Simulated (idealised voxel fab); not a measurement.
process module | voxel capacitor over wiring
cross-section cut | 225 nm wide | cells 5 nm
A cross-section is a grid of square cells, given in bands from the top down. A band is one or more rows of cells.
Each band's line starts with the height of the band's top and of its bottom, in nm. Then come its materials from left to right, each with its width in nm. One material with "throughout" fills the band from edge to edge. "air" is empty space.
Height 0 is the level under which the wafer as received is all one material. The lowest band goes on downwards, as in "0 down".
A width such as "30 to 40" changes by the same amount from each row of cells to the next, from the band's top row to its bottom row.
"no change" after a step means that no cell of the cross-section changed.
closed voids: empty space of 8 cells or more with no open way to the top, each as width x height at its distance from the left edge, in nm
after a step's settings: what the simulator itself notes on the step
overlay nm, on a step with a mask: how far to the right of its planned place the mask lay; to the left if negative
plan
1 op RECEIVE | material Si
2 op CONFORMAL_DEP | material SiO2 | thk nm 10
3 op CONFORMAL_DEP | material SiN | thk nm 5
4 op DIRECTIONAL_DEP | material SiO2 | thk nm 20
5 op DIRECTIONAL_DEP | material aC | thk nm 15
6 op PATTERN | tone open | mask id METAL_1 | material resist | width nm 25 | pitch nm 85 | thk nm 35 | overlay nm 0
7 op DIRECTIONAL_ETCH | etch materials aC | depth nm 15
8 op STRIP | etch materials resist
9 op DIRECTIONAL_ETCH | etch materials SiO2 | depth nm 20
10 op DIRECTIONAL_ETCH | etch materials SiN | depth nm 5
11 op STRIP | etch materials aC
12 op CONFORMAL_DEP | material TiN | thk nm 5
13 op FILL_DEP | material Cu | thk nm 10
14 op CMP | height nm 35
15 op CONFORMAL_DEP | material SiCN | thk nm 5
16 op DIRECTIONAL_DEP | material lowk | thk nm 20
17 op MASKED_ETCH | tone open | mask id PLUG_1 | width nm 15 | etch materials lowk | depth nm 20 | overlay nm 0
18 op MASKED_ETCH | tone open | mask id PLUG_1 | width nm 15 | etch materials SiCN | depth nm 5 | overlay nm 0
19 op CONFORMAL_DEP | material TiN | thk nm 5
20 op FILL_DEP | material W | thk nm 5
21 op CMP | height nm 60
22 op DIRECTIONAL_DEP | material TiN | thk nm 10
23 op DIRECTIONAL_DEP | material SiN | thk nm 5
24 op DIRECTIONAL_DEP | material TiN | thk nm 10
25 op PATTERN | tone cover | mask id UPPER_PLATE | material resist | width nm 65 | thk nm 20 | overlay nm 0
26 op DIRECTIONAL_ETCH | etch materials TiN | depth nm 10
27 op DIRECTIONAL_ETCH | etch materials SiN | depth nm 5
28 op STRIP | etch materials resist
29 op MASKED_ETCH | tone cover | mask id LOWER_PLATE | width nm 75 | etch materials TiN | depth nm 10 | overlay nm 0
30 op FILL_DEP | material SiO2 | thk nm 15
31 op CMP | height nm 95
32 op DIRECTIONAL_DEP | material aC | thk nm 10
33 op PATTERN | tone open | mask id PLUG_2 | material resist | width nm 15 | thk nm 25 | overlay nm 0
34 op DIRECTIONAL_ETCH | etch materials aC | depth nm 10
35 op STRIP | etch materials resist
36 op DIRECTIONAL_ETCH | etch materials SiO2 | depth nm 10
37 op STRIP | etch materials aC
38 op CONFORMAL_DEP | material TiN | thk nm 5
39 op FILL_DEP | material Cu | thk nm 10
40 op CMP | height nm 95
41 op CONFORMAL_DEP | material SiCN | thk nm 5
first wafer, as planned
as received, after step 1
  0 down: Si throughout
  closed voids: none
after step 2
  10 to 0: SiO2 throughout
  below 0: unchanged
after step 3
  15 to 10: SiN throughout
  below 10: unchanged
after step 4
  35 to 15: SiO2 throughout
  below 15: unchanged
after step 5
  50 to 35: aC throughout
  below 35: unchanged
after step 6
  85 to 50: resist 55 | air 25 | resist 60 | air 25 | resist 60
  below 50: unchanged
after step 7
  70 to 50: resist 55 | air 25 | resist 60 | air 25 | resist 60
  50 to 35: aC 55 | air 25 | aC 60 | air 25 | aC 60
  below 35: unchanged
after step 8
  50 to 35: aC 55 | air 25 | aC 60 | air 25 | aC 60
  below 35: unchanged
after step 9
  50 to 35: aC 55 | air 25 | aC 60 | air 25 | aC 60
  35 to 15: SiO2 55 | air 25 | SiO2 60 | air 25 | SiO2 60
  below 15: unchanged
after step 10
  50 to 35: aC 55 | air 25 | aC 60 | air 25 | aC 60
  35 to 15: SiO2 55 | air 25 | SiO2 60 | air 25 | SiO2 60
  15 to 10: SiN 55 | air 25 | SiN 60 | air 25 | SiN 60
  below 10: unchanged
after step 11
  35 to 15: SiO2 55 | air 25 | SiO2 60 | air 25 | SiO2 60
  below 15: unchanged
after step 12
  40 to 35: TiN 60 | air 15 | TiN 70 | air 15 | TiN 65
  35 to 15: SiO2 55 | TiN 5 | air 15 | TiN 5 | SiO2 60 | TiN 5 | air 15 | TiN 5 | SiO2 60
  15 to 10: SiN 55 | TiN 25 | SiN 60 | TiN 25 | SiN 60
  below 10: unchanged
after step 13
  50 to 40: Cu throughout
  40 to 35: TiN 60 | Cu 15 | TiN 70 | Cu 15 | TiN 65
  35 to 15: SiO2 55 | TiN 5 | Cu 15 | TiN 5 | SiO2 60 | TiN 5 | Cu 15 | TiN 5 | SiO2 60
  below 15: unchanged
after step 14
  35 to 15: SiO2 55 | TiN 5 | Cu 15 | TiN 5 | SiO2 60 | TiN 5 | Cu 15 | TiN 5 | SiO2 60
  below 15: unchanged
after step 15
  40 to 35: SiCN throughout
  below 35: unchanged
after step 16
  60 to 40: lowk throughout
  below 40: unchanged
after step 17
  60 to 40: lowk 65 | air 15 | lowk 145
  below 40: unchanged
after step 18
  60 to 40: lowk 65 | air 15 | lowk 145
  40 to 35: SiCN 65 | air 15 | SiCN 145
  below 35: unchanged
after step 19
  65 to 60: TiN 70 | air 5 | TiN 150
  60 to 40: lowk 65 | TiN 5 | air 5 | TiN 5 | lowk 145
  40 to 35: SiCN 65 | TiN 15 | SiCN 145
  below 35: unchanged
after step 20
  70 to 65: W throughout
  65 to 60: TiN 70 | W 5 | TiN 150
  60 to 40: lowk 65 | TiN 5 | W 5 | TiN 5 | lowk 145
  below 40: unchanged
after step 21
  60 to 40: lowk 65 | TiN 5 | W 5 | TiN 5 | lowk 145
  below 40: unchanged
after step 22
  70 to 60: TiN throughout
  below 60: unchanged
after step 23
  75 to 70: SiN throughout
  below 70: unchanged
after step 24
  85 to 75: TiN throughout
  below 75: unchanged
after step 25
  105 to 85: air 65 | resist 65 | air 95
  below 85: unchanged
after step 26
  105 to 85: air 65 | resist 65 | air 95
  85 to 75: air 65 | TiN 65 | air 95
  below 75: unchanged
after step 27
  105 to 85: air 65 | resist 65 | air 95
  85 to 75: air 65 | TiN 65 | air 95
  75 to 70: air 65 | SiN 65 | air 95
  below 70: unchanged
after step 28
  85 to 75: air 65 | TiN 65 | air 95
  below 75: unchanged
after step 29
  85 to 75: air 65 | TiN 65 | air 95
  75 to 70: air 65 | SiN 65 | air 95
  70 to 60: air 60 | TiN 75 | air 90
  below 60: unchanged
after step 30
  100 to 85: SiO2 throughout
  85 to 75: SiO2 65 | TiN 65 | SiO2 95
  75 to 70: SiO2 65 | SiN 65 | SiO2 95
  70 to 60: SiO2 60 | TiN 75 | SiO2 90
  below 60: unchanged
after step 31
  95 to 85: SiO2 throughout
  below 85: unchanged
after step 32
  105 to 95: aC throughout
  below 95: unchanged
after step 33
  130 to 105: resist 75 | air 15 | resist 135
  below 105: unchanged
after step 34
  120 to 105: resist 75 | air 15 | resist 135
  105 to 95: aC 75 | air 15 | aC 135
  below 95: unchanged
after step 35
  105 to 95: aC 75 | air 15 | aC 135
  below 95: unchanged
after step 36
  105 to 95: aC 75 | air 15 | aC 135
  95 to 85: SiO2 75 | air 15 | SiO2 135
  below 85: unchanged
after step 37
  95 to 85: SiO2 75 | air 15 | SiO2 135
  below 85: unchanged
after step 38
  100 to 95: TiN 80 | air 5 | TiN 140
  95 to 90: SiO2 75 | TiN 5 | air 5 | TiN 5 | SiO2 135
  90 to 85: SiO2 75 | TiN 15 | SiO2 135
  below 85: unchanged
after step 39
  110 to 100: Cu throughout
  100 to 95: TiN 80 | Cu 5 | TiN 140
  95 to 90: SiO2 75 | TiN 5 | Cu 5 | TiN 5 | SiO2 135
  below 90: unchanged
after step 40
  95 to 90: SiO2 75 | TiN 5 | Cu 5 | TiN 5 | SiO2 135
  below 90: unchanged
after step 41
  100 to 95: SiCN throughout
  below 95: unchanged
second wafer: like start, like plan, one mistake. Through step 20 it matches the first wafer
when step 21 should have ended
  55 to 40: lowk 65 | TiN 5 | W 5 | TiN 5 | lowk 145
  below 40: unchanged
when step 22 should have ended
  65 to 55: TiN throughout
  below 55: unchanged
when step 23 should have ended
  70 to 65: SiN throughout
  below 65: unchanged
when step 24 should have ended
  80 to 70: TiN throughout
  below 70: unchanged
when step 25 should have ended
  100 to 80: air 65 | resist 65 | air 95
  below 80: unchanged
when step 26 should have ended
  100 to 80: air 65 | resist 65 | air 95
  80 to 70: air 65 | TiN 65 | air 95
  below 70: unchanged
when step 27 should have ended
  100 to 80: air 65 | resist 65 | air 95
  80 to 70: air 65 | TiN 65 | air 95
  70 to 65: air 65 | SiN 65 | air 95
  below 65: unchanged
when step 28 should have ended
  80 to 70: air 65 | TiN 65 | air 95
  below 70: unchanged
when step 29 should have ended
  80 to 70: air 65 | TiN 65 | air 95
  70 to 65: air 65 | SiN 65 | air 95
  65 to 55: air 60 | TiN 75 | air 90
  below 55: unchanged
when step 30 should have ended
  95 to 80: SiO2 throughout
  80 to 70: SiO2 65 | TiN 65 | SiO2 95
  70 to 65: SiO2 65 | SiN 65 | SiO2 95
  65 to 55: SiO2 60 | TiN 75 | SiO2 90
  below 55: unchanged
when step 31 should have ended: no change
when step 32 should have ended
  105 to 95: aC throughout
  below 95: unchanged
when step 33 should have ended
  130 to 105: resist 75 | air 15 | resist 135
  below 105: unchanged
when step 34 should have ended
  120 to 105: resist 75 | air 15 | resist 135
  105 to 95: aC 75 | air 15 | aC 135
  below 95: unchanged
when step 35 should have ended
  105 to 95: aC 75 | air 15 | aC 135
  below 95: unchanged
when step 36 should have ended
  105 to 95: aC 75 | air 15 | aC 135
  95 to 85: SiO2 75 | air 15 | SiO2 135
  below 85: unchanged
when step 37 should have ended
  95 to 85: SiO2 75 | air 15 | SiO2 135
  below 85: unchanged
when step 38 should have ended
  100 to 95: TiN 80 | air 5 | TiN 140
  95 to 90: SiO2 75 | TiN 5 | air 5 | TiN 5 | SiO2 135
  90 to 85: SiO2 75 | TiN 15 | SiO2 135
  below 85: unchanged
when step 39 should have ended
  110 to 100: Cu throughout
  100 to 95: TiN 80 | Cu 5 | TiN 140
  95 to 90: SiO2 75 | TiN 5 | Cu 5 | TiN 5 | SiO2 135
  below 90: unchanged
when step 40 should have ended
  95 to 90: SiO2 75 | TiN 5 | Cu 5 | TiN 5 | SiO2 135
  below 90: unchanged
when step 41 should have ended
  100 to 95: SiCN throughout
  below 95: unchanged
what went wrong: step 21 ran as: op CMP | height nm 55
at the end the second wafer has, in cells: 45 more of SiO2 | 2 fewer of TiN | 1 fewer of W | 42 fewer of lowk
